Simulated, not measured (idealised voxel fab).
process module | voxel fin reveal
cross-section cut | 270 nm wide | cells 5 nm
A cross-section is a grid of square cells, given in bands from the top down. A band is one or more rows of cells.
Each band's line starts with the height of the band's top and of its bottom, in nm. Then come its materials from left to right, each with its width in nm. One material with "throughout" fills the band from edge to edge. "air" is empty space.
Height 0 is the level under which the wafer as received is all one material. The lowest band goes on downwards, as in "0 down".
A width such as "30 to 40" changes by the same amount from each row of cells to the next, from the band's top row to its bottom row.
"no change" after a step means that no cell of the cross-section changed.
closed voids: empty space of 8 cells or more with no open way to the top, each as width x height at its distance from the left edge, in nm
after a step's settings: what the simulator itself notes on the step
overlay nm, on a step with a mask: how far to the right of its planned place the mask lay; to the left if negative
plan
1 op RECEIVE | material Si
2 op CONFORMAL_DEP | material SiN | thk nm 5
3 op MASKED_ETCH | tone cover | mask id FINS | width nm 15 | pitch nm 40 | etch materials SiN | depth nm 5 | overlay nm 0
4 op MASKED_ETCH | tone cover | mask id FINS | width nm 15 | pitch nm 40 | etch materials Si | depth nm 40 | overlay nm 0
5 op OXIDIZE | depth nm 5
6 op FILL_DEP | material SiO2 | thk nm 10
7 op CMP | height nm 5
8 op SELECTIVE_ETCH | etch materials SiO2 | depth nm 20
9 op STRIP | etch materials SiN
10 op CONFORMAL_DEP | material HfO2 | thk nm 5
as received, after step 1
  0 down: Si throughout
  closed voids: none
a wafer at the end: this start, this plan, one mistake
  5 to 0: air 85 | HfO2 20 | air 20 | HfO2 20 | air 20 | HfO2 20 | air 85
  0 to -10: air 85 | HfO2 5 | Si 10 | HfO2 5 | air 20 | HfO2 5 | Si 10 | HfO2 5 | air 20 | HfO2 5 | Si 10 | HfO2 5 | air 85
  -10 to -15: HfO2 90 | Si 10 | HfO2 30 | Si 10 | HfO2 30 | Si 10 | HfO2 90
  -15 to -45: SiO2 90 | Si 10 | SiO2 30 | Si 10 | SiO2 30 | Si 10 | SiO2 90
  -45 down: Si throughout
  closed voids: none
what went wrong: step 3 ran as: op MASKED_ETCH | tone cover | mask id FINS | width nm 20 | pitch nm 40 | etch materials SiN | depth nm 5 | overlay nm 0
